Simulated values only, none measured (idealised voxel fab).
Title: Process Module voxel double patterning
Cross-sectional view cut (width: 210 nm; square cell size: 5 nm).
Cross-section, as written here: a square-cell grid given band by band from the top down, where a band holds one or more rows of cells.
In this notation a band is specified by the heights of its top and bottom, in that order and in nm, after which its materials appear from left to right, each paired with its width in nm. The word "throughout" attached to a single material means that material fills the band from edge to edge; the word "empty" stands for empty space.
All heights in this document are referenced to 0, defined as the level beneath which the wafer, as received, consists entirely of one material. The lowest band is not bounded below; it extends indefinitely downward and is written in the form "from 0 down".
Per-row width for "30->40": begins at first number (top row of band), ends at second number (bottom row), increment between rows held constant.
"everything unchanged", as given for a step, is the statement that not any cell of the cross-section underwent a change during that step.
For the entry "Sealed void listing", the listed items are empty spaces with no open way to the top whose size is 8 cells or more; each item follows the pattern width x height at distance, where distance is from the left edge and all three are in nm.
It should be noted that, on the line of a given step, the content following the step's settings is a remark produced by the simulator itself with respect to that step.
When a step includes a mask, the "overlay nm" setting on its line states how far to the right of its planned place that mask lay, and negative values state how far to the left.

Intended process steps
1) RECEIVE with material Si
2) CONFORMAL_DEP with material SiO2, thk nm 5
3) DIRECTIONAL_DEP with material polySi, thk nm 15
4) DIRECTIONAL_DEP with material SiCN, thk nm 5
5) PATTERN with tone open, mask id FIRST, material resist, width nm 15, pitch nm 50, thk nm 15, overlay nm 0
6) DIRECTIONAL_ETCH with etch materials SiCN, depth nm 5
7) STRIP with etch materials resist
8) PATTERN with tone open, mask id SECOND, material resist, width nm 15, pitch nm 50, thk nm 20, overlay nm 0
9) DIRECTIONAL_ETCH with etch materials SiCN, depth nm 5
10) STRIP with etch materials resist
11) DIRECTIONAL_ETCH with etch materials polySi, depth nm 15
12) STRIP with etch materials SiCN

The first of the two wafers, which ran as planned

Received-state cross-section, reflecting completion of step 1
* from 0 down: Si throughout
* Sealed void listing: none

Cross-section through the wafer, step 2 finished
* from 5 to 0: SiO2 throughout
* Lower than 0, everything is as it was.

Cross-section through the wafer, step 3 finished
* from 20 to 5: polySi throughout
* Lower than 5, everything is as it was.

Cross-section through the wafer, step 4 finished
* from 25 to 20: SiCN throughout
* Lower than 20, everything is as it was.

Cross-section through the wafer, step 5 finished
* from 40 to 25: 45 nm resist | 15 nm empty | 35 nm resist | 15 nm empty | 35 nm resist | 15 nm empty | 50 nm resist
* Lower than 25, everything is as it was.

Cross-section through the wafer, step 6 finished
* from 40 to 25: 45 nm resist | 15 nm empty | 35 nm resist | 15 nm empty | 35 nm resist | 15 nm empty | 50 nm resist
* from 25 to 20: 45 nm SiCN | 15 nm empty | 35 nm SiCN | 15 nm empty | 35 nm SiCN | 15 nm empty | 50 nm SiCN
* Lower than 20, everything is as it was.

Cross-section through the wafer, step 7 finished
* from 25 to 20: 45 nm SiCN | 15 nm empty | 35 nm SiCN | 15 nm empty | 35 nm SiCN | 15 nm empty | 50 nm SiCN
* Lower than 20, everything is as it was.

Cross-section through the wafer, step 8 finished
* from 45 to 25: 70 nm resist | 15 nm empty | 35 nm resist | 15 nm empty | 75 nm resist
* from 25 to 20: 45 nm SiCN | 15 nm resist | 35 nm SiCN | 15 nm resist | 35 nm SiCN | 15 nm resist | 50 nm SiCN
* Lower than 20, everything is as it was.

Cross-section through the wafer, step 9 finished
* from 45 to 25: 70 nm resist | 15 nm empty | 35 nm resist | 15 nm empty | 75 nm resist
* from 25 to 20: 45 nm SiCN | 15 nm resist | 10 nm SiCN | 15 nm empty | 10 nm SiCN | 15 nm resist | 10 nm SiCN | 15 nm empty | 10 nm SiCN | 15 nm resist | 50 nm SiCN
* Lower than 20, everything is as it was.

Cross-section through the wafer, step 10 finished
* from 25 to 20: 45 nm SiCN | 15 nm empty | 10 nm SiCN | 15 nm empty | 10 nm SiCN | 15 nm empty | 10 nm SiCN | 15 nm empty | 10 nm SiCN | 15 nm empty | 50 nm SiCN
* Lower than 20, everything is as it was.

Cross-section through the wafer, step 11 finished
* from 25 to 20: 45 nm SiCN | 15 nm empty | 10 nm SiCN | 15 nm empty | 10 nm SiCN | 15 nm empty | 10 nm SiCN | 15 nm empty | 10 nm SiCN | 15 nm empty | 50 nm SiCN
* from 20 to 5: 45 nm polySi | 15 nm empty | 10 nm polySi | 15 nm empty | 10 nm polySi | 15 nm empty | 10 nm polySi | 15 nm empty | 10 nm polySi | 15 nm empty | 50 nm polySi
* Lower than 5, everything is as it was.

Cross-section through the wafer, step 12 finished
* from 20 to 5: 45 nm polySi | 15 nm empty | 10 nm polySi | 15 nm empty | 10 nm polySi | 15 nm empty | 10 nm polySi | 15 nm empty | 10 nm polySi | 15 nm empty | 50 nm polySi
* Lower than 5, everything is as it was.

The second wafer: identical to the first at the outset and in its planned sequence, differing only in that one mistake was made during processing; up to and including step 2, its path is the first wafer's path

Second wafer shown in cross-section at the time step 3 was slated to end
* from 35 to 5: polySi throughout
* Lower than 5, everything is as it was.

Second wafer shown in cross-section at the time step 4 was slated to end
* from 40 to 35: SiCN throughout
* Lower than 35, everything is as it was.

Second wafer shown in cross-section at the time step 5 was slated to end
* from 55 to 40: 45 nm resist | 15 nm empty | 35 nm resist | 15 nm empty | 35 nm resist | 15 nm empty | 50 nm resist
* Lower than 40, everything is as it was.

Second wafer shown in cross-section at the time step 6 was slated to end
* from 55 to 40: 45 nm resist | 15 nm empty | 35 nm resist | 15 nm empty | 35 nm resist | 15 nm empty | 50 nm resist
* from 40 to 35: 45 nm SiCN | 15 nm empty | 35 nm SiCN | 15 nm empty | 35 nm SiCN | 15 nm empty | 50 nm SiCN
* Lower than 35, everything is as it was.

Second wafer shown in cross-section at the time step 7 was slated to end
* from 40 to 35: 45 nm SiCN | 15 nm empty | 35 nm SiCN | 15 nm empty | 35 nm SiCN | 15 nm empty | 50 nm SiCN
* Lower than 35, everything is as it was.

Second wafer shown in cross-section at the time step 8 was slated to end
* from 60 to 40: 70 nm resist | 15 nm empty | 35 nm resist | 15 nm empty | 75 nm resist
* from 40 to 35: 45 nm SiCN | 15 nm resist | 35 nm SiCN | 15 nm resist | 35 nm SiCN | 15 nm resist | 50 nm SiCN
* Lower than 35, everything is as it was.

Second wafer shown in cross-section at the time step 9 was slated to end
* from 60 to 40: 70 nm resist | 15 nm empty | 35 nm resist | 15 nm empty | 75 nm resist
* from 40 to 35: 45 nm SiCN | 15 nm resist | 10 nm SiCN | 15 nm empty | 10 nm SiCN | 15 nm resist | 10 nm SiCN | 15 nm empty | 10 nm SiCN | 15 nm resist | 50 nm SiCN
* Lower than 35, everything is as it was.

Second wafer shown in cross-section at the time step 10 was slated to end
* from 40 to 35: 45 nm SiCN | 15 nm empty | 10 nm SiCN | 15 nm empty | 10 nm SiCN | 15 nm empty | 10 nm SiCN | 15 nm empty | 10 nm SiCN | 15 nm empty | 50 nm SiCN
* Lower than 35, everything is as it was.

Second wafer shown in cross-section at the time step 11 was slated to end
* from 40 to 35: 45 nm SiCN | 15 nm empty | 10 nm SiCN | 15 nm empty | 10 nm SiCN | 15 nm empty | 10 nm SiCN | 15 nm empty | 10 nm SiCN | 15 nm empty | 50 nm SiCN
* from 35 to 20: 45 nm polySi | 15 nm empty | 10 nm polySi | 15 nm empty | 10 nm polySi | 15 nm empty | 10 nm polySi | 15 nm empty | 10 nm polySi | 15 nm empty | 50 nm polySi
* Lower than 20, everything is as it was.

Second wafer shown in cross-section at the time step 12 was slated to end
* from 35 to 20: 45 nm polySi | 15 nm empty | 10 nm polySi | 15 nm empty | 10 nm polySi | 15 nm empty | 10 nm polySi | 15 nm empty | 10 nm polySi | 15 nm empty | 50 nm polySi
* Lower than 20, everything is as it was.
Deviation from plan: regarding the plan, step 3 was run twice
End check, counted in cells, second wafer has more or fewer of these materials than the first: polySi: 126 more
